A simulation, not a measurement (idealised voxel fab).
Module name: voxel gate over fins (process module)
We display cut, a cross-section 280 nm in width whose square cells are each 5 nm.
Cross-section, as written here: a square-cell grid given band by band from the top down, where a band holds one or more rows of cells.
Band entry format. Leading values: height of top, height of bottom, nm. Remainder: materials in left-to-right order, each with its width in nm. Special words: "everywhere" on a single material, which then fills the band edge to edge; "air", empty space.
The reference from which all heights are counted is 0, the level beneath which the as-received wafer is entirely one material; the lowest band, having no lower bound, proceeds downward and is written after the example "0 nm and below".
So if you see something like "30..40" for the width, read it as the top row of the band sitting at the first number and the bottom row at the second, with every row in between moving by the same amount as the last.
Reading "left unchanged" for a step: not a cell of the cross-section changed in it.
You'll see "Sealed void list" listing empty spaces that have no way open to the top, as long as they're 8 cells or more; the notation is width x height at distance, where the distance is from the left edge, and all of it is in nm.
Anything after a step's settings on that line? It's the simulator's own note about the step.
What "overlay nm" on a step's line means: if the step has a mask, that mask lay this far to the right of its planned place, or, when the value is negative, to the left.
This section lists the process steps that were planned:
1. RECEIVE (material Si)
2. CONFORMAL_DEP (material SiN; thk nm 10)
3. DIRECTIONAL_DEP (material aC; thk nm 10)
4. PATTERN (tone cover; mask id FINS; material resist; width nm 15; pitch nm 60; thk nm 25; overlay nm 0)
5. DIRECTIONAL_ETCH (etch materials aC; depth nm 10)
6. STRIP (etch materials resist)
7. DIRECTIONAL_ETCH (etch materials SiN; depth nm 10)
8. DIRECTIONAL_ETCH (etch materials Si; depth nm 30)
9. STRIP (etch materials aC)
10. OXIDIZE (depth nm 5)
11. FILL_DEP (material SiO2; thk nm 5)
12. CMP (height nm 10)
13. PATTERN (tone open; mask id RAIL; material resist; width nm 15; thk nm 20; overlay nm -15)
14. DIRECTIONAL_ETCH (etch materials SiO2; depth nm 35)
15. STRIP (etch materials resist)
16. CONFORMAL_DEP (material TiN; thk nm 5)
17. FILL_DEP (material W; thk nm 10)
18. CMP (height nm 10)
19. SELECTIVE_ETCH (etch materials W Ru TiN; depth nm 30)
20. FILL_DEP (material SiO2; thk nm 5)
21. CMP (height nm 10)
22. SELECTIVE_ETCH (etch materials SiO2; depth nm 25)
23. STRIP (etch materials SiN)
24. CONFORMAL_DEP (material HfO2; thk nm 5)
25. CONFORMAL_DEP (material TiN; thk nm 5)
26. FILL_DEP (material W; thk nm 15)
27. CMP (height nm 20)
28. CONFORMAL_DEP (material SiCN; thk nm 10)
It is noted that the wafers described herein are identical at the outset and are distinguished by the overlay nm of step 13; the value stated in the plan corresponds to the first wafer.
As received, i.e. after step 1: cross-section through the first of several wafers:
  0 nm and below | Si everywhere
  Sealed void list: none
Heads up, this table goes wafer by wafer. A row tells you, at the end of the module, how many cells of each material that wafer has put on (+) or dropped (-) since it was received, and then its closed voids:
overlay nm -15; +74 HfO2; -371 Si; +112 SiCN; +209 SiO2; +77 TiN; +235 W; Sealed void list: none
overlay nm -10; +74 HfO2; -371 Si; +112 SiCN; +209 SiO2; +77 TiN; +235 W; Sealed void list: none
overlay nm -5; +74 HfO2; -371 Si; +112 SiCN; +209 SiO2; +77 TiN; +235 W; Sealed void list: none
overlay nm 0; +74 HfO2; -371 Si; +112 SiCN; +209 SiO2; +77 TiN; +235 W; Sealed void list: none
overlay nm 5; +74 HfO2; -371 Si; +112 SiCN; +209 SiO2; +77 TiN; +235 W; Sealed void list: none
overlay nm 10; +74 HfO2; -371 Si; +112 SiCN; +209 SiO2; +77 TiN; +235 W; Sealed void list: none
overlay nm 15; +74 HfO2; -371 Si; +112 SiCN; +209 SiO2; +77 TiN; +235 W; Sealed void list: none
